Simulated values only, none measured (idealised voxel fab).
The following process module bears the name voxel trench capacitor.
Section shown: cut. Width: 160 nm. Cell size: 5 nm, square.
Throughout this document, each cross-section is represented as a grid of square cells and is presented as a sequence of bands enumerated from the top downward, where a band comprises one or more rows of cells. Each band's line starts with the height of the band's top and of its bottom, in nm. Then come its materials from left to right, each with its width in nm. One material with "edge to edge" fills the band from edge to edge. "empty" is empty space. The level at which height equals 0 is the one under which the wafer, as it arrives, is entirely one material. No lower edge exists for the bottom band, which continues downward and is notated as in "0..down". When a width is written as two numbers, as in "30 to 40", the first number is the width in the top row of cells of the band and the second is the width in its bottom row, and the width changes by the same amount from each row to the next. Reading "no change" for a step: not a cell of the cross-section changed in it. Basically, "Sealed cavities" tells you about the enclosed voids: empty spaces with no open way to the top, 8 cells or bigger, each written width x height at distance, where distance is from the left edge, all in nm. Step line, after settings: the simulator's comment on this step. overlay nm: mask offset rightward from planned place, masked step; negative means leftward offset.

-- The steps planned for the process are as follows
1) op RECEIVE | material Si
2) op CONFORMAL_DEP | material SiN | thk nm 5
3) op PATTERN | tone open | mask id TRENCH | material resist | width nm 30 | pitch nm 50 | thk nm 20 | overlay nm 0
4) op DIRECTIONAL_ETCH | etch materials SiN | depth nm 5
5) op DIRECTIONAL_ETCH | etch materials Si | depth nm 25
6) op STRIP | etch materials resist
7) op CONFORMAL_DEP | material Al2O3 | thk nm 5
8) op CONFORMAL_DEP | material TiN | thk nm 5
9) op FILL_DEP | material W | thk nm 10
10) op CMP | height nm 5

-- Delivered wafer in cross-section: state after step 1
	0..down = Si edge to edge
	Sealed cavities: none

-- The first of two wafers, cross-sectioned at the end of the module, with the run proceeding as planned
	5..0 = SiN (15) / Al2O3 (5) / TiN (5) / W (10) / TiN (5) / Al2O3 (5) / SiN (20) / Al2O3 (5) / TiN (5) / W (10) / TiN (5) / Al2O3 (5) / SiN (20) / Al2O3 (5) / TiN (5) / W (10) / TiN (5) / Al2O3 (5) / SiN (15)
	0..-15 = Si (15) / Al2O3 (5) / TiN (5) / W (10) / TiN (5) / Al2O3 (5) / Si (20) / Al2O3 (5) / TiN (5) / W (10) / TiN (5) / Al2O3 (5) / Si (20) / Al2O3 (5) / TiN (5) / W (10) / TiN (5) / Al2O3 (5) / Si (15)
	-15..-20 = Si (15) / Al2O3 (5) / TiN (20) / Al2O3 (5) / Si (20) / Al2O3 (5) / TiN (20) / Al2O3 (5) / Si (20) / Al2O3 (5) / TiN (20) / Al2O3 (5) / Si (15)
	-20..-25 = Si (15) / Al2O3 (30) / Si (20) / Al2O3 (30) / Si (20) / Al2O3 (30) / Si (15)
	-25..down = Si edge to edge
	Sealed cavities: none

-- Second wafer through the module, sectioned at the end: same beginning and same plan as the first wafer, with one mistake in carrying it out
	10..5 = Al2O3 (20) / TiN (5) / W (10) / TiN (5) / Al2O3 (30) / TiN (5) / W (10) / TiN (5) / Al2O3 (30) / TiN (5) / W (10) / TiN (5) / Al2O3 (20)
	5..0 = SiN (15) / Al2O3 (5) / TiN (5) / W (10) / TiN (5) / Al2O3 (5) / SiN (20) / Al2O3 (5) / TiN (5) / W (10) / TiN (5) / Al2O3 (5) / SiN (20) / Al2O3 (5) / TiN (5) / W (10) / TiN (5) / Al2O3 (5) / SiN (15)
	0..-15 = Si (15) / Al2O3 (5) / TiN (5) / W (10) / TiN (5) / Al2O3 (5) / Si (20) / Al2O3 (5) / TiN (5) / W (10) / TiN (5) / Al2O3 (5) / Si (20) / Al2O3 (5) / TiN (5) / W (10) / TiN (5) / Al2O3 (5) / Si (15)
	-15..-20 = Si (15) / Al2O3 (5) / TiN (20) / Al2O3 (5) / Si (20) / Al2O3 (5) / TiN (20) / Al2O3 (5) / Si (20) / Al2O3 (5) / TiN (20) / Al2O3 (5) / Si (15)
	-20..-25 = Si (15) / Al2O3 (30) / Si (20) / Al2O3 (30) / Si (20) / Al2O3 (30) / Si (15)
	-25..down = Si edge to edge
	Sealed cavities: none
Nonconformance to the process plan: step 10: run off-plan, actual operation and settings op CMP | height nm 10
The closing comparison, in cells, has the second wafer with more or fewer of some materials than the first: 20 more of Al2O3 | 6 more of TiN | 6 more of W
